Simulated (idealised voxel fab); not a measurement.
process module | voxel transistor to metal
cross-section cut | 140 nm wide | cells 5 nm
A cross-section is a grid of square cells, given in bands from the top down. A band is one or more rows of cells.
Each band's line starts with the height of the band's top and of its bottom, in nm. Then come its materials from left to right, each with its width in nm. One material with "throughout" fills the band from edge to edge. "air" is empty space.
Height 0 is the level under which the wafer as received is all one material. The lowest band goes on downwards, as in "0 down".
A width such as "30 to 40" changes by the same amount from each row of cells to the next, from the band's top row to its bottom row.
"no change" after a step means that no cell of the cross-section changed.
closed voids: empty space of 8 cells or more with no open way to the top, each as width x height at its distance from the left edge, in nm
after a step's settings: what the simulator itself notes on the step
overlay nm, on a step with a mask: how far to the right of its planned place the mask lay; to the left if negative
plan
1 op RECEIVE | material Si
2 op CONFORMAL_DEP | material SiO2 | thk nm 5
3 op CONFORMAL_DEP | material SiN | thk nm 10
4 op PATTERN | tone cover | mask id ACTIVE | material resist | width nm 100 | thk nm 15 | overlay nm 0
5 op DIRECTIONAL_ETCH | etch materials SiN | depth nm 10
6 op DIRECTIONAL_ETCH | etch materials SiO2 | depth nm 5
7 op DIRECTIONAL_ETCH | etch materials Si | depth nm 35
8 op STRIP | etch materials resist
9 op FILL_DEP | material SiO2 | thk nm 10
10 op CMP | height nm 15
11 op SELECTIVE_ETCH | etch materials SiO2 | depth nm 5
12 op STRIP | etch materials SiN
13 op SELECTIVE_ETCH | etch materials SiO2 | depth nm 5
14 op OXIDIZE | depth nm 5
15 op DIRECTIONAL_DEP | material polySi | thk nm 20
16 op DIRECTIONAL_DEP | material SiCN | thk nm 10
17 op PATTERN | tone cover | mask id GATE | material resist | width nm 30 | thk nm 20 | overlay nm 0
18 op DIRECTIONAL_ETCH | etch materials SiCN | depth nm 20
19 op DIRECTIONAL_ETCH | etch materials polySi | depth nm 30
20 op STRIP | etch materials resist
21 op CONFORMAL_DEP | material SiO2 | thk nm 5
22 op DIRECTIONAL_ETCH | etch materials SiO2 | depth nm 5
23 op CONFORMAL_DEP | material SiN | thk nm 10
24 op DIRECTIONAL_ETCH | etch materials SiN | depth nm 10
25 op DIRECTIONAL_ETCH | etch materials SiO2 | depth nm 5
26 op DIRECTIONAL_ETCH | etch materials Si | depth nm 15
27 op EPI | material nSi | thk nm 15
28 op FILL_DEP | material SiO2 | thk nm 10
29 op CMP | height nm 20
30 op STRIP | etch materials polySi
31 op SELECTIVE_ETCH | etch materials SiO2 | depth nm 5
32 op CONFORMAL_DEP | material HfO2 | thk nm 5
33 op CONFORMAL_DEP | material TiN | thk nm 5
34 op FILL_DEP | material W | thk nm 10
35 op CMP | height nm 15
36 op DIRECTIONAL_DEP | material SiO2 | thk nm 10
37 op MASKED_ETCH | tone open | mask id CONTACT | width nm 15 | pitch nm 75 | etch materials SiO2 | depth nm 15 | overlay nm 0
38 op CONFORMAL_DEP | material TiN | thk nm 5
39 op FILL_DEP | material Ru | thk nm 10
40 op CMP | height nm 25
41 op DIRECTIONAL_DEP | material TiN | thk nm 5
42 op DIRECTIONAL_DEP | material Ru | thk nm 25
43 op MASKED_ETCH | tone cover | mask id METAL_1 | width nm 15 | pitch nm 75 | etch materials Ru | depth nm 25 | overlay nm 0
44 op MASKED_ETCH | tone cover | mask id METAL_1 | width nm 15 | pitch nm 75 | etch materials TiN | depth nm 5 | overlay nm 0
45 op FILL_DEP | material lowk | thk nm 5
46 op CMP | height nm 55
47 op CONFORMAL_DEP | material SiCN | thk nm 5
48 op DIRECTIONAL_DEP | material SiO2 | thk nm 30
49 op DIRECTIONAL_DEP | material aC | thk nm 15
50 op PATTERN | tone open | mask id METAL_2 | material resist | width nm 15 | pitch nm 75 | thk nm 35 | overlay nm 0
51 op DIRECTIONAL_ETCH | etch materials aC | depth nm 15
52 op STRIP | etch materials resist
53 op DIRECTIONAL_ETCH | etch materials SiO2 | depth nm 15
54 op STRIP | etch materials aC
55 op PATTERN | tone open | mask id METAL_2_HOLES | material resist | width nm 15 | pitch nm 75 | thk nm 20 | overlay nm 0
56 op DIRECTIONAL_ETCH | etch materials SiO2 | depth nm 15
57 op DIRECTIONAL_ETCH | etch materials SiCN | depth nm 5
58 op STRIP | etch materials resist
59 op CONFORMAL_DEP | material TiN | thk nm 5
60 op FILL_DEP | material Cu | thk nm 5
61 op CMP | height nm 90
62 op CONFORMAL_DEP | material SiN | thk nm 5
varied across the wafers: width nm of step 44. The plan shows the first wafer's value. All wafers start alike
first wafer as received, after step 1
  0 down: Si throughout
  closed voids: none
first wafer at the end, after step 62
  95 to 90: SiN throughout
  90 to 60: SiO2 25 | TiN 5 | Cu 5 | TiN 5 | SiO2 60 | TiN 5 | Cu 5 | TiN 5 | SiO2 25
  60 to 55: SiCN 25 | TiN 15 | SiCN 60 | TiN 15 | SiCN 25
  55 to 30: lowk 25 | Ru 15 | lowk 60 | Ru 15 | lowk 25
  30 to 25: lowk 25 | TiN 15 | lowk 60 | TiN 15 | lowk 25
  25 to 15: SiO2 25 | TiN 5 | Ru 5 | TiN 5 | SiO2 60 | TiN 5 | Ru 5 | TiN 5 | SiO2 25
  15 to 10: SiO2 25 | TiN 15 | SiN 10 | HfO2 5 | TiN 5 | W 20 | TiN 5 | HfO2 5 | SiN 10 | TiN 15 | SiO2 25
  10 to 5: SiO2 25 | nSi 15 | SiN 10 | HfO2 5 | TiN 5 | W 20 | TiN 5 | HfO2 5 | SiN 10 | nSi 15 | SiO2 25
  5 to 0: SiO2 20 | SiN 10 | nSi 10 | SiN 10 | HfO2 5 | TiN 30 | HfO2 5 | SiN 10 | nSi 10 | SiN 10 | SiO2 20
  0 to -5: SiO2 30 | nSi 10 | SiO2 10 | HfO2 40 | SiO2 10 | nSi 10 | SiO2 30
  -5 to -20: SiO2 20 | Si 10 | nSi 10 | Si 60 | nSi 10 | Si 10 | SiO2 20
  -20 to -35: SiO2 20 | Si 100 | SiO2 20
  -35 down: Si throughout
  closed voids: none
last wafer at the end
  95 to 90: SiN throughout
  90 to 60: SiO2 25 | TiN 5 | Cu 5 | TiN 5 | SiO2 60 | TiN 5 | Cu 5 | TiN 5 | SiO2 25
  60 to 55: SiCN 25 | TiN 15 | SiCN 60 | TiN 15 | SiCN 25
  55 to 30: lowk 25 | Ru 15 | lowk 60 | Ru 15 | lowk 25
  30 to 25: lowk 20 | TiN 30 | lowk 45 | TiN 30 | lowk 15
  25 to 15: SiO2 25 | TiN 5 | Ru 5 | TiN 5 | SiO2 60 | TiN 5 | Ru 5 | TiN 5 | SiO2 25
  15 to 10: SiO2 25 | TiN 15 | SiN 10 | HfO2 5 | TiN 5 | W 20 | TiN 5 | HfO2 5 | SiN 10 | TiN 15 | SiO2 25
  10 to 5: SiO2 25 | nSi 15 | SiN 10 | HfO2 5 | TiN 5 | W 20 | TiN 5 | HfO2 5 | SiN 10 | nSi 15 | SiO2 25
  5 to 0: SiO2 20 | SiN 10 | nSi 10 | SiN 10 | HfO2 5 | TiN 30 | HfO2 5 | SiN 10 | nSi 10 | SiN 10 | SiO2 20
  0 to -5: SiO2 30 | nSi 10 | SiO2 10 | HfO2 40 | SiO2 10 | nSi 10 | SiO2 30
  -5 to -20: SiO2 20 | Si 10 | nSi 10 | Si 60 | nSi 10 | Si 10 | SiO2 20
  -20 to -35: SiO2 20 | Si 100 | SiO2 20
  -35 down: Si throughout
  closed voids: none
each wafer at the end: cells of each material gained (+) or lost (-) since it was received, then its closed voids
width nm 15 | +12 Cu | +14 HfO2 | +34 Ru | -88 Si | +22 SiCN | +44 SiN | +268 SiO2 | +60 TiN | +8 W | +132 lowk | +26 nSi | closed voids: none
width nm 20 | +12 Cu | +14 HfO2 | +34 Ru | -88 Si | +22 SiCN | +44 SiN | +268 SiO2 | +62 TiN | +8 W | +130 lowk | +26 nSi | closed voids: none
width nm 25 | +12 Cu | +14 HfO2 | +34 Ru | -88 Si | +22 SiCN | +44 SiN | +268 SiO2 | +64 TiN | +8 W | +128 lowk | +26 nSi | closed voids: none
width nm 30 | +12 Cu | +14 HfO2 | +34 Ru | -88 Si | +22 SiCN | +44 SiN | +268 SiO2 | +66 TiN | +8 W | +126 lowk | +26 nSi | closed voids: none
